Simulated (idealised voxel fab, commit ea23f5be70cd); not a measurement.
process module | voxel ribs on slabs
cross-section cut | 240 nm wide | cells 5 nm
A cross-section is a grid of square cells, given in bands from the top down. A band is one or more rows of cells.
Each band's line starts with the height of the band's top and of its bottom, in nm. Then come its materials from left to right, each with its width in nm. One material with "throughout" fills the band from edge to edge. "air" is empty space.
Height 0 is the level under which the wafer as received is all one material. The lowest band goes on downwards, as in "0 down".
A width such as "30 to 40" changes by the same amount from each row of cells to the next, from the band's top row to its bottom row.
"no change" after a step means that no cell of the cross-section changed.
closed voids: empty space of 8 cells or more with no open way to the top, each as width x height at its distance from the left edge, in nm
after a step's settings: what the simulator itself notes on the step
overlay nm, on a step with a mask: how far to the right of its planned place the mask lay; to the left if negative
plan
1 op RECEIVE | material Si
2 op DIRECTIONAL_DEP | material SiO2 | thk nm 25
3 op DIRECTIONAL_DEP | material polySi | thk nm 20
4 op PATTERN | tone cover | mask id RIB | material resist | width nm 25 | thk nm 15 | overlay nm 0
5 op DIRECTIONAL_ETCH | etch materials polySi | depth nm 5
6 op STRIP | etch materials resist
7 op PATTERN | tone cover | mask id SLAB | material resist | width nm 75 | thk nm 20 | overlay nm 0
8 op DIRECTIONAL_ETCH | etch materials polySi | depth nm 15
9 op STRIP | etch materials resist
10 op FILL_DEP | material SiO2 | thk nm 25
11 op CMP | height nm 65
12 op DIRECTIONAL_DEP | material TiN | thk nm 10
13 op MASKED_ETCH | tone cover | mask id HEATER | width nm 25 | etch materials TiN | depth nm 10 | overlay nm 0
14 op CONFORMAL_DEP | material SiO2 | thk nm 5
varied across the wafers: width nm of step 13. The plan shows the first wafer's value. All wafers start alike
first wafer as received, after step 1
  0 down: Si throughout
  closed voids: none
first wafer at the end, after step 14
  80 to 75: air 100 | SiO2 35 | air 105
  75 to 70: air 100 | SiO2 5 | TiN 25 | SiO2 5 | air 105
  70 to 65: SiO2 105 | TiN 25 | SiO2 110
  65 to 45: SiO2 throughout
  45 to 40: SiO2 105 | polySi 25 | SiO2 110
  40 to 25: SiO2 80 | polySi 75 | SiO2 85
  25 to 0: SiO2 throughout
  0 down: Si throughout
  closed voids: none
last wafer at the end
  80 to 75: air 90 | SiO2 60 | air 90
  75 to 70: air 90 | SiO2 5 | TiN 50 | SiO2 5 | air 90
  70 to 65: SiO2 95 | TiN 50 | SiO2 95
  65 to 45: SiO2 throughout
  45 to 40: SiO2 105 | polySi 25 | SiO2 110
  40 to 25: SiO2 80 | polySi 75 | SiO2 85
  25 to 0: SiO2 throughout
  0 down: Si throughout
  closed voids: none
each wafer at the end: cells of each material gained (+) or lost (-) since it was received, then its closed voids
width nm 25 | +626 SiO2 | +10 TiN | +50 polySi | closed voids: none
width nm 30 | +626 SiO2 | +12 TiN | +50 polySi | closed voids: none
width nm 35 | +626 SiO2 | +14 TiN | +50 polySi | closed voids: none
width nm 40 | +626 SiO2 | +16 TiN | +50 polySi | closed voids: none
width nm 45 | +626 SiO2 | +18 TiN | +50 polySi | closed voids: none
width nm 50 | +626 SiO2 | +20 TiN | +50 polySi | closed voids: none
